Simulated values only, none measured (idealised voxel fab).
The following is a process module called voxel wiring stack.
We display cut, a cross-section 270 nm in width whose square cells are each 5 nm.
Throughout this document, each cross-section is represented as a grid of square cells and is presented as a sequence of bands enumerated from the top downward, where a band comprises one or more rows of cells. Band: top and bottom heights (nm) first, top before bottom; then materials from left to right, widths in nm. "full width" marks a sole material filling the band edge to edge. "air" denotes empty space. Note: height 0 marks the level under which the wafer is uniformly one material as received. Lowest band unbounded below, written "top 0, no bottom". Quick explanation for "30 to 40": the width changes in equal steps down the rows of cells, from the first number in the band's top row to the second number in its bottom row. No cell of the cross-section changed in a step that is given as "no change occurred". Sealed void list: empty space of 8 cells or more with no open way to the top, each as width x height at its distance from the left edge, in nm. What comes after the settings on a step's line is commentary from the simulator itself on that step. Steps that use a mask can have "overlay nm" on their line. It says how far the mask sat to the right of where it was meant to be. Negative means to the left.

## Set out below are the planned steps of the process
- 1: RECEIVE | material Si
- 2: CONFORMAL_DEP | material SiO2 | thk nm 10
- 3: DIRECTIONAL_DEP | material TiN | thk nm 5
- 4: DIRECTIONAL_DEP | material Ru | thk nm 25
- 5: DIRECTIONAL_DEP | material aC | thk nm 10
- 6: PATTERN | tone cover | mask id METAL_1 | material resist | width nm 20 | pitch nm 45 | thk nm 25 | overlay nm 0
- 7: DIRECTIONAL_ETCH | etch materials aC | depth nm 10
- 8: STRIP | etch materials resist
- 9: DIRECTIONAL_ETCH | etch materials Ru | depth nm 25
- 10: DIRECTIONAL_ETCH | etch materials TiN | depth nm 5
- 11: STRIP | etch materials aC
- 12: CONFORMAL_DEP | material SiCN | thk nm 5
- 13: FILL_DEP | material SiO2 | thk nm 10
- 14: CMP | height nm 40
- 15: CONFORMAL_DEP | material SiCN | thk nm 5
- 16: DIRECTIONAL_DEP | material lowk | thk nm 10
- 17: PATTERN | tone open | mask id PLUG_1 | material resist | width nm 15 | pitch nm 90 | thk nm 20 | overlay nm 0
- 18: DIRECTIONAL_ETCH | etch materials lowk | depth nm 10
- 19: DIRECTIONAL_ETCH | etch materials SiCN | depth nm 5
- 20: STRIP | etch materials resist
- 21: CONFORMAL_DEP | material TiN | thk nm 5
- 22: FILL_DEP | material Ru | thk nm 10
- 23: CMP | height nm 55
- 24: CONFORMAL_DEP | material SiCN | thk nm 5
- 25: DIRECTIONAL_DEP | material lowk | thk nm 20
- 26: PATTERN | tone open | mask id METAL_2 | material resist | width nm 20 | pitch nm 45 | thk nm 15 | overlay nm 0
- 27: DIRECTIONAL_ETCH | etch materials lowk | depth nm 20
- 28: DIRECTIONAL_ETCH | etch materials SiCN | depth nm 5
- 29: STRIP | etch materials resist
- 30: CONFORMAL_DEP | material TiN | thk nm 5
- 31: FILL_DEP | material W | thk nm 10
- 32: CMP | height nm 80
- 33: CONFORMAL_DEP | material SiCN | thk nm 5
- 34: DIRECTIONAL_DEP | material lowk | thk nm 30
- 35: DIRECTIONAL_DEP | material aC | thk nm 10
- 36: PATTERN | tone open | mask id METAL_3 | material resist | width nm 20 | pitch nm 45 | thk nm 30 | overlay nm 0
- 37: DIRECTIONAL_ETCH | etch materials aC | depth nm 10
- 38: STRIP | etch materials resist
- 39: DIRECTIONAL_ETCH | etch materials lowk | depth nm 20
- 40: STRIP | etch materials aC
- 41: DIRECTIONAL_DEP | material aC | thk nm 10
- 42: PATTERN | tone open | mask id METAL_3_HOLES | material resist | width nm 15 | pitch nm 90 | thk nm 30 | overlay nm 0
- 43: DIRECTIONAL_ETCH | etch materials aC | depth nm 10
- 44: STRIP | etch materials resist
- 45: DIRECTIONAL_ETCH | etch materials lowk | depth nm 10
- 46: DIRECTIONAL_ETCH | etch materials SiCN | depth nm 5
- 47: STRIP | etch materials aC
- 48: CONFORMAL_DEP | material TiN | thk nm 5
- 49: FILL_DEP | material Ru | thk nm 10
- 50: CMP | height nm 115
- 51: CONFORMAL_DEP | material SiCN | thk nm 5
- 52: DIRECTIONAL_DEP | material SiO2 | thk nm 10
- 53: DIRECTIONAL_DEP | material aC | thk nm 15
- 54: PATTERN | tone open | mask id PLUG_3 | material resist | width nm 15 | pitch nm 45 | thk nm 35 | overlay nm 0
- 55: DIRECTIONAL_ETCH | etch materials aC | depth nm 15
- 56: STRIP | etch materials resist
- 57: DIRECTIONAL_ETCH | etch materials SiO2 | depth nm 10
- 58: DIRECTIONAL_ETCH | etch materials SiCN | depth nm 5
- 59: STRIP | etch materials aC
- 60: EPI | material Ru | thk nm 10
- 61: EPI | material Ru | thk nm 5
- 62: CONFORMAL_DEP | material SiCN | thk nm 5
- 63: DIRECTIONAL_DEP | material SiO2 | thk nm 20
- 64: PATTERN | tone open | mask id METAL_4 | material resist | width nm 20 | pitch nm 45 | thk nm 20 | overlay nm 0
- 65: DIRECTIONAL_ETCH | etch materials SiO2 | depth nm 20
- 66: DIRECTIONAL_ETCH | etch materials SiCN | depth nm 5
- 67: STRIP | etch materials resist
- 68: CONFORMAL_DEP | material TiN | thk nm 5
- 69: FILL_DEP | material W | thk nm 5
- 70: CMP | height nm 155
- 71: CONFORMAL_DEP | material SiCN | thk nm 5

## Wafer cross-section on receipt, i.e. after step 1
    top 0, no bottom: Si full width
    Sealed void list: none

## Module complete - cross-section of the first of two wafers, run according to plan
    top 160, bottom 155: SiCN full width
    top 155, bottom 135: SiO2 (55); TiN (5); W (10); TiN (5); SiO2 (25); TiN (5); W (10); TiN (5); SiO2 (25); TiN (5); W (10); TiN (5); SiO2 (25); TiN (5); W (10); TiN (5); SiO2 (60)
    top 135, bottom 130: SiCN (55); TiN (20); SiCN (25); TiN (20); SiCN (25); TiN (20); SiCN (25); TiN (20); SiCN (60)
    top 130, bottom 120: SiO2 (55); Ru (15); SiO2 (30); Ru (15); SiO2 (30); Ru (15); SiO2 (30); Ru (15); SiO2 (65)
    top 120, bottom 115: SiCN (55); Ru (15); SiCN (30); Ru (15); SiCN (30); Ru (15); SiCN (30); Ru (15); SiCN (65)
    top 115, bottom 100: lowk (55); TiN (5); Ru (10); TiN (5); lowk (25); TiN (5); Ru (10); TiN (5); lowk (25); TiN (5); Ru (10); TiN (5); lowk (25); TiN (5); Ru (10); TiN (5); lowk (60)
    top 100, bottom 95: lowk (55); TiN (5); Ru (5); TiN (10); lowk (25); TiN (20); lowk (25); TiN (5); Ru (5); TiN (10); lowk (25); TiN (20); lowk (60)
    top 95, bottom 85: lowk (55); TiN (5); Ru (5); TiN (5); lowk (75); TiN (5); Ru (5); TiN (5); lowk (110)
    top 85, bottom 80: SiCN (55); TiN (15); SiCN (75); TiN (15); SiCN (110)
    top 80, bottom 60: lowk (55); TiN (5); W (10); TiN (5); lowk (25); TiN (5); W (10); TiN (5); lowk (25); TiN (5); W (10); TiN (5); lowk (25); TiN (5); W (10); TiN (5); lowk (60)
    top 60, bottom 55: SiCN (55); TiN (20); SiCN (25); TiN (20); SiCN (25); TiN (20); SiCN (25); TiN (20); SiCN (60)
    top 55, bottom 45: lowk (55); TiN (5); Ru (5); TiN (5); lowk (75); TiN (5); Ru (5); TiN (5); lowk (110)
    top 45, bottom 40: SiCN (55); TiN (15); SiCN (75); TiN (15); SiCN (110)
    top 40, bottom 15: SiO2 (50); SiCN (5); Ru (20); SiCN (5); SiO2 (15); SiCN (5); Ru (20); SiCN (5); SiO2 (15); SiCN (5); Ru (20); SiCN (5); SiO2 (15); SiCN (5); Ru (20); SiCN (5); SiO2 (55)
    top 15, bottom 10: SiCN (55); TiN (20); SiCN (25); TiN (20); SiCN (25); TiN (20); SiCN (25); TiN (20); SiCN (60)
    top 10, bottom 0: SiO2 full width
    top 0, no bottom: Si full width
    Sealed void list: none

## second wafer at the end: like start, like plan, one mistake
    top 160, bottom 155: SiCN full width
    top 155, bottom 145: SiO2 (55); TiN (5); W (10); TiN (5); SiO2 (25); TiN (5); W (10); TiN (5); SiO2 (25); TiN (5); W (10); TiN (5); SiO2 (25); TiN (5); W (10); TiN (5); SiO2 (60)
    top 145, bottom 140: SiO2 (40); SiCN (15); TiN (20); SiCN (25); TiN (20); SiCN (25); TiN (20); SiCN (25); TiN (20); SiCN (10); SiO2 (50)
    top 140, bottom 135: SiO2 (40); SiCN (5); Ru (35); SiCN (10); Ru (35); SiCN (10); Ru (35); SiCN (10); Ru (35); SiCN (5); SiO2 (50)
    top 135, bottom 130: SiCN (45); Ru (35); SiCN (10); Ru (35); SiCN (10); Ru (35); SiCN (10); Ru (35); SiCN (55)
    top 130, bottom 120: SiO2 (55); Ru (15); SiO2 (30); Ru (15); SiO2 (30); Ru (15); SiO2 (30); Ru (15); SiO2 (65)
    top 120, bottom 115: SiCN (55); Ru (15); SiCN (30); Ru (15); SiCN (30); Ru (15); SiCN (30); Ru (15); SiCN (65)
    top 115, bottom 100: lowk (55); TiN (5); Ru (10); TiN (5); lowk (25); TiN (5); Ru (10); TiN (5); lowk (25); TiN (5); Ru (10); TiN (5); lowk (25); TiN (5); Ru (10); TiN (5); lowk (60)
    top 100, bottom 95: lowk (55); TiN (5); Ru (5); TiN (10); lowk (25); TiN (20); lowk (25); TiN (5); Ru (5); TiN (10); lowk (25); TiN (20); lowk (60)
    top 95, bottom 85: lowk (55); TiN (5); Ru (5); TiN (5); lowk (75); TiN (5); Ru (5); TiN (5); lowk (110)
    top 85, bottom 80: SiCN (55); TiN (15); SiCN (75); TiN (15); SiCN (110)
    top 80, bottom 60: lowk (55); TiN (5); W (10); TiN (5); lowk (25); TiN (5); W (10); TiN (5); lowk (25); TiN (5); W (10); TiN (5); lowk (25); TiN (5); W (10); TiN (5); lowk (60)
    top 60, bottom 55: SiCN (55); TiN (20); SiCN (25); TiN (20); SiCN (25); TiN (20); SiCN (25); TiN (20); SiCN (60)
    top 55, bottom 45: lowk (55); TiN (5); Ru (5); TiN (5); lowk (75); TiN (5); Ru (5); TiN (5); lowk (110)
    top 45, bottom 40: SiCN (55); TiN (15); SiCN (75); TiN (15); SiCN (110)
    top 40, bottom 15: SiO2 (50); SiCN (5); Ru (20); SiCN (5); SiO2 (15); SiCN (5); Ru (20); SiCN (5); SiO2 (15); SiCN (5); Ru (20); SiCN (5); SiO2 (15); SiCN (5); Ru (20); SiCN (5); SiO2 (55)
    top 15, bottom 10: SiCN (55); TiN (20); SiCN (25); TiN (20); SiCN (25); TiN (20); SiCN (25); TiN (20); SiCN (60)
    top 10, bottom 0: SiO2 full width
    top 0, no bottom: Si full width
    Sealed void list: none
Plan not followed: step 60 of the plan was performed twice
Final cells, second wafer relative to first, materials higher or lower: 56 more of Ru, 16 more of SiCN, 40 fewer of SiO2, 16 fewer of TiN, 16 fewer of W
